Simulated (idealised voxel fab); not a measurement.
Process module, titled voxel wiring stack
Displayed cross-section: cut, width of 265 nm, square cells sized 5 nm.
Just so we're on the same page, the cross-sections are grids of square cells, and they're listed out in bands top to bottom, each band one or more rows deep.
Top height, bottom height, nm. Materials left to right, width each, nm. Single material + "all across" = fills band edge to edge. "air" = empty.
The reference from which all heights are counted is 0, the level beneath which the as-received wafer is entirely one material; the lowest band, having no lower bound, proceeds downward and is written after the example "0 and below".
Per-row width for "30->40": begins at first number (top row of band), ends at second number (bottom row), increment between rows held constant.
The designation "no change", where it is given for a processing step, indicates that no cell of the cross-section was altered in the course of that step.
"Trapped void list" contains a list of empty spaces, each no smaller than 8 cells and without an open way to the top, written in the form width x height at distance with the distance from the left edge and all three in nm.
Past the settings on a step's line: simulator remark, on that step.
overlay nm: where the mask lay relative to plan, measured to the right, on steps with a mask; negatives go left.

**Process steps - plan**
step 1: RECEIVE [material Si]
step 2: CONFORMAL_DEP [material SiO2] [thk nm 15]
step 3: CONFORMAL_DEP [material SiN] [thk nm 5]
step 4: DIRECTIONAL_DEP [material lowk] [thk nm 15]
step 5: PATTERN [tone open] [mask id METAL_1] [material resist] [width nm 25] [pitch nm 45] [thk nm 15] [overlay nm 0]
step 6: DIRECTIONAL_ETCH [etch materials lowk] [depth nm 15]
step 7: DIRECTIONAL_ETCH [etch materials SiN] [depth nm 5]
step 8: STRIP [etch materials resist]
step 9: CONFORMAL_DEP [material TiN] [thk nm 5]
step 10: FILL_DEP [material Cu] [thk nm 5]
step 11: CMP [height nm 35]
step 12: EPI [material Ru] [thk nm 5]
step 13: FILL_DEP [material SiCN] [thk nm 5]
step 14: DIRECTIONAL_DEP [material SiO2] [thk nm 10]
step 15: MASKED_ETCH [tone open] [mask id PLUG_1] [width nm 15] [pitch nm 90] [etch materials SiO2] [depth nm 10] [overlay nm 0]
step 16: MASKED_ETCH [tone open] [mask id PLUG_1] [width nm 15] [pitch nm 90] [etch materials SiCN] [depth nm 5] [overlay nm 0]
step 17: EPI [material Ru] [thk nm 10]
step 18: EPI [material Ru] [thk nm 5]
step 19: CONFORMAL_DEP [material SiN] [thk nm 5]
step 20: DIRECTIONAL_DEP [material SiO2] [thk nm 20]
step 21: MASKED_ETCH [tone open] [mask id METAL_2] [width nm 25] [pitch nm 45] [etch materials SiO2] [depth nm 20] [overlay nm 0]
step 22: MASKED_ETCH [tone open] [mask id METAL_2] [width nm 25] [pitch nm 45] [etch materials SiN] [depth nm 5] [overlay nm 0]
step 23: CONFORMAL_DEP [material TiN] [thk nm 5]
step 24: FILL_DEP [material Cu] [thk nm 10]
step 25: CMP [height nm 80]
step 26: CONFORMAL_DEP [material SiCN] [thk nm 5]
step 27: DIRECTIONAL_DEP [material SiO2] [thk nm 25]
step 28: DIRECTIONAL_DEP [material aC] [thk nm 10]
step 29: PATTERN [tone open] [mask id METAL_3] [material resist] [width nm 25] [pitch nm 45] [thk nm 30] [overlay nm 0]
step 30: DIRECTIONAL_ETCH [etch materials aC] [depth nm 10]
step 31: STRIP [etch materials resist]
step 32: DIRECTIONAL_ETCH [etch materials SiO2] [depth nm 15]
step 33: STRIP [etch materials aC]
step 34: DIRECTIONAL_DEP [material aC] [thk nm 10]
step 35: PATTERN [tone open] [mask id METAL_3_HOLES] [material resist] [width nm 15] [pitch nm 45] [thk nm 30] [overlay nm 0]
step 36: DIRECTIONAL_ETCH [etch materials aC] [depth nm 10]
step 37: STRIP [etch materials resist]
step 38: DIRECTIONAL_ETCH [etch materials SiO2] [depth nm 10]
step 39: DIRECTIONAL_ETCH [etch materials SiCN] [depth nm 5]
step 40: STRIP [etch materials aC]
step 41: CONFORMAL_DEP [material TiN] [thk nm 5]
step 42: FILL_DEP [material Cu] [thk nm 10]
step 43: CMP [height nm 110]
step 44: CONFORMAL_DEP [material SiCN] [thk nm 5]
step 45: DIRECTIONAL_DEP [material SiO2] [thk nm 30]
step 46: DIRECTIONAL_DEP [material aC] [thk nm 10]
step 47: PATTERN [tone open] [mask id METAL_4_HOLES] [material resist] [width nm 15] [pitch nm 90] [thk nm 25] [overlay nm 0]
step 48: DIRECTIONAL_ETCH [etch materials aC] [depth nm 10]
step 49: STRIP [etch materials resist]
step 50: DIRECTIONAL_ETCH [etch materials SiO2] [depth nm 30]
step 51: STRIP [etch materials aC]
step 52: MASKED_ETCH [tone open] [mask id METAL_4] [width nm 25] [pitch nm 45] [etch materials SiO2] [depth nm 20] [overlay nm 0]
step 53: MASKED_ETCH [tone open] [mask id METAL_4] [width nm 25] [pitch nm 45] [etch materials SiCN] [depth nm 5] [overlay nm 0]
step 54: CONFORMAL_DEP [material TiN] [thk nm 5]
step 55: FILL_DEP [material Ru] [thk nm 10]
step 56: CMP [height nm 145]
step 57: CONFORMAL_DEP [material SiCN] [thk nm 5]

**Delivered wafer in cross-section: state after step 1**
- 0 and below  Si all across
- Trapped void list: none

**Cross-section: first of two wafers, module finished, run according to plan**
- 150 down to 145  SiCN all across
- 145 down to 130  50 SiO2  5 TiN  15 Ru  5 TiN  20 SiO2  5 TiN  15 Ru  5 TiN  20 SiO2  5 TiN  15 Ru  5 TiN  20 SiO2  5 TiN  15 Ru  5 TiN  55 SiO2
- 130 down to 125  50 SiO2  5 TiN  5 Ru  15 TiN  20 SiO2  25 TiN  20 SiO2  5 TiN  5 Ru  15 TiN  20 SiO2  25 TiN  55 SiO2
- 125 down to 115  50 SiO2  5 TiN  5 Ru  5 TiN  75 SiO2  5 TiN  5 Ru  5 TiN  110 SiO2
- 115 down to 110  50 SiCN  15 TiN  75 SiCN  15 TiN  110 SiCN
- 110 down to 100  50 SiO2  5 TiN  15 Cu  5 TiN  20 SiO2  5 TiN  15 Cu  5 TiN  20 SiO2  5 TiN  15 Cu  5 TiN  20 SiO2  5 TiN  15 Cu  5 TiN  55 SiO2
- 100 down to 95  50 SiO2  5 TiN  5 Cu  15 TiN  20 SiO2  5 TiN  5 Cu  15 TiN  20 SiO2  5 TiN  5 Cu  15 TiN  20 SiO2  5 TiN  5 Cu  15 TiN  55 SiO2
- 95 down to 85  50 SiO2  5 TiN  5 Cu  5 TiN  30 SiO2  5 TiN  5 Cu  5 TiN  30 SiO2  5 TiN  5 Cu  5 TiN  30 SiO2  5 TiN  5 Cu  5 TiN  65 SiO2
- 85 down to 80  50 SiCN  15 TiN  30 SiCN  15 TiN  30 SiCN  15 TiN  30 SiCN  15 TiN  65 SiCN
- 80 down to 60  50 SiO2  5 TiN  15 Cu  5 TiN  20 SiO2  5 TiN  15 Cu  5 TiN  20 SiO2  5 TiN  15 Cu  5 TiN  20 SiO2  5 TiN  15 Cu  5 TiN  55 SiO2
- 60 down to 55  50 SiN  25 TiN  20 SiN  25 TiN  20 SiN  25 TiN  20 SiN  25 TiN  55 SiN
- 55 down to 45  50 SiO2  15 Ru  75 SiO2  15 Ru  110 SiO2
- 45 down to 40  50 SiCN  15 Ru  75 SiCN  15 Ru  110 SiCN
- 40 down to 35  45 SiCN  35 Ru  10 SiCN  35 Ru  10 SiCN  35 Ru  10 SiCN  35 Ru  50 SiCN
- 35 down to 20  50 lowk  5 TiN  15 Cu  5 TiN  20 lowk  5 TiN  15 Cu  5 TiN  20 lowk  5 TiN  15 Cu  5 TiN  20 lowk  5 TiN  15 Cu  5 TiN  55 lowk
- 20 down to 15  50 SiN  25 TiN  20 SiN  25 TiN  20 SiN  25 TiN  20 SiN  25 TiN  55 SiN
- 15 down to 0  SiO2 all across
- 0 and below  Si all across
- Trapped void list: none

**Cross-sectional view of the second of two wafers upon completion of the module. This wafer shared its starting condition and process plan with the first; one error was made during its execution**
- 150 down to 145  SiCN all across
- 145 down to 130  50 SiO2  5 TiN  15 Ru  5 TiN  20 SiO2  5 TiN  15 Ru  5 TiN  20 SiO2  5 TiN  15 Ru  5 TiN  20 SiO2  5 TiN  15 Ru  5 TiN  55 SiO2
- 130 down to 125  50 SiO2  5 TiN  5 Ru  15 TiN  20 SiO2  25 TiN  20 SiO2  5 TiN  5 Ru  15 TiN  20 SiO2  25 TiN  55 SiO2
- 125 down to 115  50 SiO2  5 TiN  5 Ru  5 TiN  75 SiO2  5 TiN  5 Ru  5 TiN  110 SiO2
- 115 down to 110  50 SiCN  15 TiN  75 SiCN  15 TiN  110 SiCN
- 110 down to 100  45 SiO2  5->10 TiN  20->15 Cu  5 TiN  15 SiO2  5->10 TiN  20->15 Cu  5 TiN  15 SiO2  5->10 TiN  20->15 Cu  5 TiN  15 SiO2  5->10 TiN  20->15 Cu  5 TiN  55 SiO2
- 100 down to 95  50 SiO2  25 TiN  20 SiO2  25 TiN  20 SiO2  25 TiN  20 SiO2  25 TiN  55 SiO2
- 95 down to 85  50 SiO2  10 TiN  35 SiO2  10 TiN  35 SiO2  10 TiN  35 SiO2  10 TiN  70 SiO2
- 85 down to 80  50 SiCN  10 TiN  35 SiCN  10 TiN  35 SiCN  10 TiN  35 SiCN  10 TiN  70 SiCN
- 80 down to 60  50 SiO2  5 TiN  15 Cu  5 TiN  20 SiO2  5 TiN  15 Cu  5 TiN  20 SiO2  5 TiN  15 Cu  5 TiN  20 SiO2  5 TiN  15 Cu  5 TiN  55 SiO2
- 60 down to 55  50 SiN  25 TiN  20 SiN  25 TiN  20 SiN  25 TiN  20 SiN  25 TiN  55 SiN
- 55 down to 45  50 SiO2  15 Ru  75 SiO2  15 Ru  110 SiO2
- 45 down to 40  50 SiCN  15 Ru  75 SiCN  15 Ru  110 SiCN
- 40 down to 35  45 SiCN  35 Ru  10 SiCN  35 Ru  10 SiCN  35 Ru  10 SiCN  35 Ru  50 SiCN
- 35 down to 20  50 lowk  5 TiN  15 Cu  5 TiN  20 lowk  5 TiN  15 Cu  5 TiN  20 lowk  5 TiN  15 Cu  5 TiN  20 lowk  5 TiN  15 Cu  5 TiN  55 lowk
- 20 down to 15  50 SiN  25 TiN  20 SiN  25 TiN  20 SiN  25 TiN  20 SiN  25 TiN  55 SiN
- 15 down to 0  SiO2 all across
- 0 and below  Si all across
- Trapped void list: none
What broke from the plan during processing? step 35, actual vs plan mismatch, actual run PATTERN [tone open] [mask id METAL_3_HOLES] [material resist] [width nm 15] [pitch nm 45] [thk nm 30] [overlay nm -5]
FYI, end of process, the second wafer has more or fewer cells of some materials than the first: 8 fewer of Cu; 4 more of SiCN; 4 more of TiN
